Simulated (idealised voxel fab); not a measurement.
This is a process module. Its name is voxel quadruple lines.
Cross-section cut: width 285 nm, square cells of 5 nm.
In what follows, cross-sections appear as grids of square cells, described through bands that run from the top down, where every band is one or more rows of cells.
Look at the band entry: it leads with the top's height and the bottom's height in nm. Then it lists the materials left to right, with a width in nm for each. The word "throughout" on a single material says that material fills the band edge to edge. The word "air" is empty space.
Heights are reckoned from 0. Under this level, the received wafer is all of one material. The bottommost band is open-ended downward, for example "0..down".
The two numbers in a width such as "30..40" mark its ends across the band: the first belongs to the top row of cells, the second to the bottom row, and from each row to the next the width moves by the same amount.
"left unchanged", as given for a step, is the statement that not any cell of the cross-section underwent a change during that step.
You'll see "Enclosed cavities" listing empty spaces that have no way open to the top, as long as they're 8 cells or more; the notation is width x height at distance, where the distance is from the left edge, and all of it is in nm.
Where a step's line continues beyond its settings, the continuation is a remark by the simulator itself on that step.
overlay nm, on a step with a mask: how far to the right of its planned place the mask lay; to the left if negative

### Set out below are the planned steps of the process
| 1 | RECEIVE | material Si |
| 2 | CONFORMAL_DEP | material SiO2 | thk nm 10 |
| 3 | DIRECTIONAL_DEP | material TiN | thk nm 10 |
| 4 | DIRECTIONAL_DEP | material polySi | thk nm 15 |
| 5 | DIRECTIONAL_DEP | material aC | thk nm 25 |
| 6 | PATTERN | tone cover | mask id MANDREL | material resist | width nm 25 | thk nm 35 | overlay nm 0 |
| 7 | DIRECTIONAL_ETCH | etch materials aC | depth nm 25 |
| 8 | STRIP | etch materials resist |
| 9 | CONFORMAL_DEP | material SiO2 | thk nm 15 |
| 10 | DIRECTIONAL_ETCH | etch materials SiO2 | depth nm 15 |
| 11 | STRIP | etch materials aC |
| 12 | DIRECTIONAL_ETCH | etch materials polySi | depth nm 15 |
| 13 | STRIP | etch materials SiO2 |
| 14 | CONFORMAL_DEP | material SiN | thk nm 5 |
| 15 | DIRECTIONAL_ETCH | etch materials SiN | depth nm 5 |
| 16 | STRIP | etch materials polySi |
| 17 | DIRECTIONAL_ETCH | etch materials TiN | depth nm 10 |
| 18 | STRIP | etch materials SiN |

### Incoming wafer in cross-section (state: after step 1)
> 0..down | Si throughout
> Enclosed cavities: none

### The module was run from the start shown above using the plan shown above, but one mistake was made doing it; the resulting wafer cross-section is below
> 20..10 | 110 of air, 5 of TiN, 15 of air, 5 of TiN, 15 of air, 5 of TiN, 15 of air, 5 of TiN, 110 of air
> 10..0 | TiN throughout
> 0..down | Si throughout
> Enclosed cavities: none
Run error: step 2 was not run as planned; what actually ran was CONFORMAL_DEP | material TiN | thk nm 10
